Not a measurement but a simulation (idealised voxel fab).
process module | voxel self aligned contacts
cross-section cut | 215 nm wide | cells 5 nm
A cross-section is a grid of square cells, given in bands from the top down. A band is one or more rows of cells.
Each band's line starts with the height of the band's top and of its bottom, in nm. Then come its materials from left to right, each with its width in nm. One material with "throughout" fills the band from edge to edge. "air" is empty space.
Height 0 is the level under which the wafer as received is all one material. The lowest band goes on downwards, as in "0 down".
A width such as "30 to 40" changes by the same amount from each row of cells to the next, from the band's top row to its bottom row.
"no change" after a step means that no cell of the cross-section changed.
closed voids: empty space of 8 cells or more with no open way to the top, each as width x height at its distance from the left edge, in nm
after a step's settings: what the simulator itself notes on the step
overlay nm, on a step with a mask: how far to the right of its planned place the mask lay; to the left if negative
plan
1 op RECEIVE | material Si
2 op OXIDIZE | depth nm 5
3 op DIRECTIONAL_DEP | material polySi | thk nm 25
4 op DIRECTIONAL_DEP | material SiN | thk nm 15
5 op PATTERN | tone cover | mask id GATE | material resist | width nm 35 | pitch nm 65 | thk nm 20 | overlay nm 0
6 op DIRECTIONAL_ETCH | etch materials SiN | depth nm 15
7 op DIRECTIONAL_ETCH | etch materials polySi | depth nm 25
8 op STRIP | etch materials resist
9 op CONFORMAL_DEP | material SiN | thk nm 5
10 op DIRECTIONAL_ETCH | etch materials SiN | depth nm 5
11 op FILL_DEP | material SiO2 | thk nm 15
12 op CMP | height nm 45
13 op MASKED_ETCH | tone open | mask id CONTACT | width nm 40 | etch materials SiO2 | depth nm 50 | overlay nm 0
14 op CONFORMAL_DEP | material TiN | thk nm 5
15 op FILL_DEP | material Ru | thk nm 10
16 op CMP | height nm 45
17 op CONFORMAL_DEP | material SiCN | thk nm 5
as received, after step 1
  0 down: Si throughout
  closed voids: none
first wafer at the end, as planned
  50 to 45: SiCN throughout
  45 to 40: SiO2 85 | TiN 15 | Ru 10 | TiN 15 | SiO2 90
  40 to 25: SiO2 50 | SiN 45 | TiN 5 | Ru 10 | TiN 5 | SiN 45 | SiO2 55
  25 to 0: SiO2 50 | SiN 5 | polySi 35 | SiN 5 | TiN 5 | Ru 10 | TiN 5 | SiN 5 | polySi 35 | SiN 5 | SiO2 55
  0 to -5: SiO2 95 | TiN 20 | SiO2 100
  -5 down: Si throughout
  closed voids: none
second wafer at the end: like start, like plan, one mistake
  50 to 45: SiCN throughout
  45 to 30: SiO2 50 | SiN 5 | polySi 35 | SiN 5 | TiN 5 | Ru 10 | TiN 5 | SiN 5 | polySi 35 | SiN 5 | SiO2 55
  30 to 25: SiO2 50 | SiN 5 | polySi 35 | SiN 5 | TiN 20 | SiN 5 | polySi 35 | SiN 5 | SiO2 55
  25 to 0: polySi throughout
  0 to -5: SiO2 throughout
  -5 down: Si throughout
  closed voids: none
what went wrong: step 3 was run twice
at the end the second wafer has, in cells: 12 fewer of Ru | 58 fewer of SiN | 115 fewer of SiO2 | 16 fewer of TiN | 201 more of polySi
